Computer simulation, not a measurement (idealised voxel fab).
The following is a process module called voxel wiring stack.
Square cell edge 5 nm, section width 225 nm, ID cut.
Cross-section spec: square-cell grid; bands listed top down; each band is one or more rows.
Read a band's entry like this: the first values are the height of its top and the height of its bottom in nm, and what follows is the sequence of materials from left to right, each with its width in nm. Note that "empty" is empty space, and that a single material marked "all across" reaches across the band from edge to edge.
Heights are reckoned from 0. Under this level, the received wafer is all of one material. The bottommost band is open-ended downward, for example "from 0 down".
The expression "30..40" gives the width at the extremes of the band, the first number at its top row of cells and the second at its bottom row, with the width changing by equal amounts from each row to the next in between.
"identical to before", as given for a step, is the statement that not any cell of the cross-section underwent a change during that step.
"Completely enclosed voids" means: voids of 8 cells or more that are shut off from the top with no open way through. Written width x height at distance, distance from the left edge, in nm.
It should be noted that, on the line of a given step, the content following the step's settings is a remark produced by the simulator itself with respect to that step.
Among the settings permitted on a step's line is "overlay nm"; applied to a step with a mask, it specifies the extent to which the mask lay to the right of its planned position, whereas a negative figure signifies a position to the left.

Process steps - plan
- 1: RECEIVE [material Si]
- 2: CONFORMAL_DEP [material SiO2] [thk nm 15]
- 3: CONFORMAL_DEP [material SiN] [thk nm 5]
- 4: DIRECTIONAL_DEP [material lowk] [thk nm 25]
- 5: MASKED_ETCH [tone open] [mask id METAL_1] [width nm 20] [pitch nm 35] [etch materials lowk] [depth nm 25] [overlay nm 0]
- 6: MASKED_ETCH [tone open] [mask id METAL_1] [width nm 20] [pitch nm 35] [etch materials SiN] [depth nm 5] [overlay nm 0]
- 7: CONFORMAL_DEP [material TiN] [thk nm 5]
- 8: FILL_DEP [material Cu] [thk nm 5]
- 9: CMP [height nm 45]
- 10: CONFORMAL_DEP [material SiCN] [thk nm 5]
- 11: DIRECTIONAL_DEP [material lowk] [thk nm 20]
- 12: DIRECTIONAL_DEP [material aC] [thk nm 15]
- 13: PATTERN [tone open] [mask id PLUG_1] [material resist] [width nm 15] [pitch nm 35] [thk nm 35] [overlay nm 0]
- 14: DIRECTIONAL_ETCH [etch materials aC] [depth nm 15]
- 15: STRIP [etch materials resist]
- 16: DIRECTIONAL_ETCH [etch materials lowk] [depth nm 20]
- 17: DIRECTIONAL_ETCH [etch materials SiCN] [depth nm 5]
- 18: STRIP [etch materials aC]
- 19: EPI [material Ru] [thk nm 10]
- 20: EPI [material Ru] [thk nm 10]
- 21: EPI [material Ru] [thk nm 5]
- 22: DIRECTIONAL_DEP [material TiN] [thk nm 5]
- 23: DIRECTIONAL_DEP [material W] [thk nm 25]
- 24: MASKED_ETCH [tone cover] [mask id METAL_2] [width nm 20] [pitch nm 35] [etch materials W] [depth nm 25] [overlay nm 0]
- 25: MASKED_ETCH [tone cover] [mask id METAL_2] [width nm 20] [pitch nm 35] [etch materials TiN] [depth nm 5] [overlay nm 0]
- 26: CONFORMAL_DEP [material SiCN] [thk nm 5]
- 27: FILL_DEP [material SiO2] [thk nm 10]
- 28: CMP [height nm 100]
- 29: CONFORMAL_DEP [material SiCN] [thk nm 5]
- 30: DIRECTIONAL_DEP [material SiO2] [thk nm 35]
- 31: MASKED_ETCH [tone open] [mask id METAL_3_HOLES] [width nm 15] [pitch nm 35] [etch materials SiO2] [depth nm 35] [overlay nm 0]
- 32: PATTERN [tone open] [mask id METAL_3] [material resist] [width nm 20] [pitch nm 35] [thk nm 15] [overlay nm 0]
- 33: DIRECTIONAL_ETCH [etch materials SiO2] [depth nm 20]
- 34: DIRECTIONAL_ETCH [etch materials SiCN] [depth nm 5]
- 35: STRIP [etch materials resist]
- 36: CONFORMAL_DEP [material TiN] [thk nm 5]
- 37: FILL_DEP [material Cu] [thk nm 5]
- 38: CMP [height nm 140]
- 39: CONFORMAL_DEP [material SiCN] [thk nm 5]
- 40: DIRECTIONAL_DEP [material lowk] [thk nm 15]
- 41: DIRECTIONAL_DEP [material aC] [thk nm 10]
- 42: PATTERN [tone open] [mask id PLUG_3] [material resist] [width nm 15] [pitch nm 35] [thk nm 30] [overlay nm 0]
- 43: DIRECTIONAL_ETCH [etch materials aC] [depth nm 10]
- 44: STRIP [etch materials resist]
- 45: DIRECTIONAL_ETCH [etch materials lowk] [depth nm 15]
- 46: DIRECTIONAL_ETCH [etch materials SiCN] [depth nm 5]
- 47: STRIP [etch materials aC]
- 48: EPI [material Ru] [thk nm 10]
- 49: EPI [material Ru] [thk nm 10]
- 50: CONFORMAL_DEP [material SiCN] [thk nm 5]
- 51: DIRECTIONAL_DEP [material lowk] [thk nm 20]
- 52: PATTERN [tone open] [mask id METAL_4] [material resist] [width nm 20] [pitch nm 35] [thk nm 15] [overlay nm 0]
- 53: DIRECTIONAL_ETCH [etch materials lowk] [depth nm 20]
- 54: DIRECTIONAL_ETCH [etch materials SiCN] [depth nm 5]
- 55: STRIP [etch materials resist]
- 56: CONFORMAL_DEP [material TiN] [thk nm 5]
- 57: FILL_DEP [material Cu] [thk nm 5]
- 58: CMP [height nm 185]
- 59: CONFORMAL_DEP [material SiN] [thk nm 5]

Step 1 complete: cross-section of the wafer as received
	from 0 down | Si all across
	Completely enclosed voids: none

End-of-module cross-section of the first of two wafers, processed as planned
	from 190 to 185 | SiN all across
	from 185 to 165 | 50 nm lowk; 5 nm TiN; 10 nm Cu; 5 nm TiN; 15 nm lowk; 5 nm TiN; 10 nm Cu; 5 nm TiN; 15 nm lowk; 5 nm TiN; 10 nm Cu; 5 nm TiN; 15 nm lowk; 5 nm TiN; 10 nm Cu; 5 nm TiN; 50 nm lowk
	from 165 to 160 | 50 nm SiCN; 20 nm TiN; 15 nm SiCN; 20 nm TiN; 15 nm SiCN; 20 nm TiN; 15 nm SiCN; 20 nm TiN; 50 nm SiCN
	from 160 to 145 | 50 nm lowk; 15 nm Ru; 20 nm lowk; 15 nm Ru; 20 nm lowk; 15 nm Ru; 20 nm lowk; 15 nm Ru; 55 nm lowk
	from 145 to 140 | 50 nm SiCN; 15 nm Ru; 20 nm SiCN; 15 nm Ru; 20 nm SiCN; 15 nm Ru; 20 nm SiCN; 15 nm Ru; 55 nm SiCN
	from 140 to 125 | 50 nm SiO2; 5 nm TiN; 10 nm Cu; 5 nm TiN; 15 nm SiO2; 5 nm TiN; 10 nm Cu; 5 nm TiN; 15 nm SiO2; 5 nm TiN; 10 nm Cu; 5 nm TiN; 15 nm SiO2; 5 nm TiN; 10 nm Cu; 5 nm TiN; 50 nm SiO2
	from 125 to 120 | 50 nm SiO2; 5 nm TiN; 5 nm Cu; 10 nm TiN; 15 nm SiO2; 5 nm TiN; 5 nm Cu; 10 nm TiN; 15 nm SiO2; 5 nm TiN; 5 nm Cu; 10 nm TiN; 15 nm SiO2; 5 nm TiN; 5 nm Cu; 10 nm TiN; 50 nm SiO2
	from 120 to 105 | 50 nm SiO2; 5 nm TiN; 5 nm Cu; 5 nm TiN; 20 nm SiO2; 5 nm TiN; 5 nm Cu; 5 nm TiN; 20 nm SiO2; 5 nm TiN; 5 nm Cu; 5 nm TiN; 20 nm SiO2; 5 nm TiN; 5 nm Cu; 5 nm TiN; 55 nm SiO2
	from 105 to 100 | 50 nm SiCN; 15 nm TiN; 20 nm SiCN; 15 nm TiN; 20 nm SiCN; 15 nm TiN; 20 nm SiCN; 15 nm TiN; 55 nm SiCN
	from 100 to 75 | 45 nm SiO2; 5 nm SiCN; 20 nm W; 5 nm SiCN; 5 nm SiO2; 5 nm SiCN; 20 nm W; 5 nm SiCN; 5 nm SiO2; 5 nm SiCN; 20 nm W; 5 nm SiCN; 5 nm SiO2; 5 nm SiCN; 20 nm W; 5 nm SiCN; 45 nm SiO2
	from 75 to 70 | 50 nm SiCN; 20 nm TiN; 15 nm SiCN; 20 nm TiN; 15 nm SiCN; 20 nm TiN; 15 nm SiCN; 20 nm TiN; 50 nm SiCN
	from 70 to 50 | 50 nm lowk; 15 nm Ru; 20 nm lowk; 15 nm Ru; 20 nm lowk; 15 nm Ru; 20 nm lowk; 15 nm Ru; 55 nm lowk
	from 50 to 45 | 50 nm SiCN; 15 nm Ru; 20 nm SiCN; 15 nm Ru; 20 nm SiCN; 15 nm Ru; 20 nm SiCN; 15 nm Ru; 55 nm SiCN
	from 45 to 20 | 50 nm lowk; 5 nm TiN; 10 nm Cu; 5 nm TiN; 15 nm lowk; 5 nm TiN; 10 nm Cu; 5 nm TiN; 15 nm lowk; 5 nm TiN; 10 nm Cu; 5 nm TiN; 15 nm lowk; 5 nm TiN; 10 nm Cu; 5 nm TiN; 50 nm lowk
	from 20 to 15 | 50 nm SiN; 20 nm TiN; 15 nm SiN; 20 nm TiN; 15 nm SiN; 20 nm TiN; 15 nm SiN; 20 nm TiN; 50 nm SiN
	from 15 to 0 | SiO2 all across
	from 0 down | Si all across
	Completely enclosed voids: none

Cross-section, second wafer: same start as the first, same plan as the first, one mistake in running it; taken at the end of the module
	from 190 to 185 | SiN all across
	from 185 to 165 | 50 nm lowk; 5 nm TiN; 10 nm Cu; 5 nm TiN; 15 nm lowk; 5 nm TiN; 10 nm Cu; 5 nm TiN; 15 nm lowk; 5 nm TiN; 10 nm Cu; 5 nm TiN; 15 nm lowk; 5 nm TiN; 10 nm Cu; 5 nm TiN; 50 nm lowk
	from 165 to 160 | 50 nm SiCN; 20 nm TiN; 15 nm SiCN; 20 nm TiN; 15 nm SiCN; 20 nm TiN; 15 nm SiCN; 20 nm TiN; 50 nm SiCN
	from 160 to 145 | 50 nm lowk; 15 nm Ru; 20 nm lowk; 15 nm Ru; 20 nm lowk; 15 nm Ru; 20 nm lowk; 15 nm Ru; 55 nm lowk
	from 145 to 140 | 50 nm SiCN; 15 nm Ru; 20 nm SiCN; 15 nm Ru; 20 nm SiCN; 15 nm Ru; 20 nm SiCN; 15 nm Ru; 55 nm SiCN
	from 140 to 125 | 50 nm SiO2; 5 nm TiN; 10 nm Cu; 5 nm TiN; 15 nm SiO2; 5 nm TiN; 10 nm Cu; 5 nm TiN; 15 nm SiO2; 5 nm TiN; 10 nm Cu; 5 nm TiN; 15 nm SiO2; 5 nm TiN; 10 nm Cu; 5 nm TiN; 50 nm SiO2
	from 125 to 120 | 50 nm SiO2; 5 nm TiN; 5 nm Cu; 10 nm TiN; 15 nm SiO2; 5 nm TiN; 5 nm Cu; 10 nm TiN; 15 nm SiO2; 5 nm TiN; 5 nm Cu; 10 nm TiN; 15 nm SiO2; 5 nm TiN; 5 nm Cu; 10 nm TiN; 50 nm SiO2
	from 120 to 105 | 50 nm SiO2; 5 nm TiN; 5 nm Cu; 5 nm TiN; 20 nm SiO2; 5 nm TiN; 5 nm Cu; 5 nm TiN; 20 nm SiO2; 5 nm TiN; 5 nm Cu; 5 nm TiN; 20 nm SiO2; 5 nm TiN; 5 nm Cu; 5 nm TiN; 55 nm SiO2
	from 105 to 100 | 50 nm SiCN; 15 nm TiN; 20 nm SiCN; 15 nm TiN; 20 nm SiCN; 15 nm TiN; 20 nm SiCN; 15 nm TiN; 55 nm SiCN
	from 100 to 75 | 45 nm SiO2; 5 nm SiCN; 20 nm W; 5 nm SiCN; 5 nm SiO2; 5 nm SiCN; 20 nm W; 5 nm SiCN; 5 nm SiO2; 5 nm SiCN; 20 nm W; 5 nm SiCN; 5 nm SiO2; 5 nm SiCN; 20 nm W; 5 nm SiCN; 45 nm SiO2
	from 75 to 70 | 50 nm SiCN; 20 nm TiN; 15 nm SiCN; 20 nm TiN; 15 nm SiCN; 20 nm TiN; 15 nm SiCN; 20 nm TiN; 50 nm SiCN
	from 70 to 50 | 50 nm lowk; 15 nm Ru; 20 nm lowk; 15 nm Ru; 20 nm lowk; 15 nm Ru; 20 nm lowk; 15 nm Ru; 55 nm lowk
	from 50 to 45 | 50 nm SiCN; 15 nm Ru; 20 nm SiCN; 15 nm Ru; 20 nm SiCN; 15 nm Ru; 20 nm SiCN; 15 nm Ru; 55 nm SiCN
	from 45 to 40 | 50 nm SiN; 20 nm TiN; 15 nm SiN; 20 nm TiN; 15 nm SiN; 20 nm TiN; 15 nm SiN; 20 nm TiN; 50 nm SiN
	from 40 to 15 | lowk all across
	from 15 to 0 | SiO2 all across
	from 0 down | Si all across
	Completely enclosed voids: none
In executing the process, a mistake was made relative to the plan: deviation from plan: step 4 and step 3 executed in one another's positions
Per the end-of-run cell counts, the second wafer holds more or fewer of some materials than the first: 40 fewer of Cu | 40 fewer of TiN | 80 more of lowk
